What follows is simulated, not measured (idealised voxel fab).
process module | voxel trench capacitor
cross-section cut | 155 nm wide | cells 5 nm
A cross-section is a grid of square cells, given in bands from the top down. A band is one or more rows of cells.
Each band's line starts with the height of the band's top and of its bottom, in nm. Then come its materials from left to right, each with its width in nm. One material with "throughout" fills the band from edge to edge. "air" is empty space.
Height 0 is the level under which the wafer as received is all one material. The lowest band goes on downwards, as in "0 down".
A width such as "30 to 40" changes by the same amount from each row of cells to the next, from the band's top row to its bottom row.
"no change" after a step means that no cell of the cross-section changed.
closed voids: empty space of 8 cells or more with no open way to the top, each as width x height at its distance from the left edge, in nm
after a step's settings: what the simulator itself notes on the step
overlay nm, on a step with a mask: how far to the right of its planned place the mask lay; to the left if negative
plan
1 op RECEIVE | material Si
2 op CONFORMAL_DEP | material SiN | thk nm 10
3 op DIRECTIONAL_DEP | material aC | thk nm 15
4 op PATTERN | tone open | mask id TRENCH | material resist | width nm 15 | pitch nm 40 | thk nm 35 | overlay nm 0
5 op DIRECTIONAL_ETCH | etch materials aC | depth nm 15
6 op STRIP | etch materials resist
7 op DIRECTIONAL_ETCH | etch materials SiN | depth nm 10
8 op DIRECTIONAL_ETCH | etch materials Si | depth nm 30
9 op STRIP | etch materials aC
10 op CONFORMAL_DEP | material SiO2 | thk nm 5
11 op FILL_DEP | material polySi | thk nm 10
12 op CMP | height nm 10
first wafer, as planned
as received, after step 1
  0 down: Si throughout
  closed voids: none
after step 2
  10 to 0: SiN throughout
  below 0: unchanged
after step 3
  25 to 10: aC throughout
  below 10: unchanged
after step 4
  60 to 25: resist 30 | air 15 | resist 25 | air 15 | resist 25 | air 15 | resist 30
  below 25: unchanged
after step 5
  45 to 25: resist 30 | air 15 | resist 25 | air 15 | resist 25 | air 15 | resist 30
  25 to 10: aC 30 | air 15 | aC 25 | air 15 | aC 25 | air 15 | aC 30
  below 10: unchanged
after step 6
  25 to 10: aC 30 | air 15 | aC 25 | air 15 | aC 25 | air 15 | aC 30
  below 10: unchanged
after step 7
  25 to 10: aC 30 | air 15 | aC 25 | air 15 | aC 25 | air 15 | aC 30
  10 to 0: SiN 30 | air 15 | SiN 25 | air 15 | SiN 25 | air 15 | SiN 30
  below 0: unchanged
after step 8
  25 to 10: aC 30 | air 15 | aC 25 | air 15 | aC 25 | air 15 | aC 30
  10 to 0: SiN 30 | air 15 | SiN 25 | air 15 | SiN 25 | air 15 | SiN 30
  0 to -30: Si 30 | air 15 | Si 25 | air 15 | Si 25 | air 15 | Si 30
  below -30: unchanged
after step 9
  10 to 0: SiN 30 | air 15 | SiN 25 | air 15 | SiN 25 | air 15 | SiN 30
  below 0: unchanged
after step 10
  15 to 10: SiO2 35 | air 5 | SiO2 35 | air 5 | SiO2 35 | air 5 | SiO2 35
  10 to 0: SiN 30 | SiO2 5 | air 5 | SiO2 5 | SiN 25 | SiO2 5 | air 5 | SiO2 5 | SiN 25 | SiO2 5 | air 5 | SiO2 5 | SiN 30
  0 to -25: Si 30 | SiO2 5 | air 5 | SiO2 5 | Si 25 | SiO2 5 | air 5 | SiO2 5 | Si 25 | SiO2 5 | air 5 | SiO2 5 | Si 30
  -25 to -30: Si 30 | SiO2 15 | Si 25 | SiO2 15 | Si 25 | SiO2 15 | Si 30
  below -30: unchanged
after step 11
  25 to 15: polySi throughout
  15 to 10: SiO2 35 | polySi 5 | SiO2 35 | polySi 5 | SiO2 35 | polySi 5 | SiO2 35
  10 to 0: SiN 30 | SiO2 5 | polySi 5 | SiO2 5 | SiN 25 | SiO2 5 | polySi 5 | SiO2 5 | SiN 25 | SiO2 5 | polySi 5 | SiO2 5 | SiN 30
  0 to -25: Si 30 | SiO2 5 | polySi 5 | SiO2 5 | Si 25 | SiO2 5 | polySi 5 | SiO2 5 | Si 25 | SiO2 5 | polySi 5 | SiO2 5 | Si 30
  below -25: unchanged
after step 12
  10 to 0: SiN 30 | SiO2 5 | polySi 5 | SiO2 5 | SiN 25 | SiO2 5 | polySi 5 | SiO2 5 | SiN 25 | SiO2 5 | polySi 5 | SiO2 5 | SiN 30
  below 0: unchanged
second wafer: like start, like plan, one mistake. Through step 11 it matches the first wafer
when step 12 should have ended: no change
what went wrong: step 12 was left out
at the end the second wafer has, in cells: 28 more of SiO2 | 65 more of polySi
